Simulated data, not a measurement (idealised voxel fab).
You're looking at the process module voxel double patterning.
Square cells of 5 nm make up the cross-section cut, whose width is 255 nm.
Format of a cross-section: grid, square cells. Given as bands. Order: top down. Band: one or more rows of cells. Within each band entry, the heights of the top and of the bottom of the band appear first, in that order and in nm; the materials of the band then follow from left to right, each with its corresponding width in nm. The designation "throughout" on a single material indicates that it fills the band from edge to edge; the designation "blank" indicates empty space. Height reference: 0 = level under which incoming wafer is all one material. Lowest band: no bottom, runs on downward, e.g. "0 and below". A two-number width, for instance "30->40", indicates that the width is equal to the first number in the top row of the band and to the second number in the bottom row, and that it changes by a constant amount per row of cells. It should be understood that the words "nothing was modified", when stated for a given step, signify that the cross-section underwent no change in any of its cells during that step. Entry "Enclosed internal cavities" = empty spaces >= 8 cells with no open way to the top; each as width x height at distance, distance from left edge, all nm. Post-settings text on a step line: simulator's own remark regarding the step. The setting "overlay nm" may be written on the line of a step. When the step uses a mask, the value reports how far to the right of the planned place the mask lay, and a negative value reports that it lay to the left.
-- The process steps that were planned are listed below
1: RECEIVE with material Si
2: CONFORMAL_DEP with material SiO2, thk nm 5
3: DIRECTIONAL_DEP with material polySi, thk nm 10
4: DIRECTIONAL_DEP with material SiN, thk nm 5
5: PATTERN with tone open, mask id FIRST, material resist, width nm 15, pitch nm 50, thk nm 20, overlay nm 0
6: DIRECTIONAL_ETCH with etch materials SiN, depth nm 5
7: STRIP with etch materials resist
8: DIRECTIONAL_DEP with material aC, thk nm 10
9: PATTERN with tone open, mask id SECOND, material resist, width nm 15, pitch nm 50, thk nm 30, overlay nm 0
10: DIRECTIONAL_ETCH with etch materials aC, depth nm 10
11: STRIP with etch materials resist
12: DIRECTIONAL_ETCH with etch materials SiN, depth nm 5
13: STRIP with etch materials aC
14: DIRECTIONAL_ETCH with etch materials polySi, depth nm 10
15: STRIP with etch materials SiN
-- Delivered wafer in cross-section: state after step 1
    0 and below: Si throughout
    Enclosed internal cavities: none
-- What the wafer looks like in cross-section after this module, when it starts as shown above and follows the plan above but one mistake is made in running it
    10 down to 0: polySi: 70; blank: 15; polySi: 10; blank: 15; polySi: 10; blank: 15; polySi: 10; blank: 15; polySi: 10; blank: 15; polySi: 70
    0 and below: Si throughout
    Enclosed internal cavities: none
What went wrong in running the wafer? step 2 of the plan was omitted and not executed
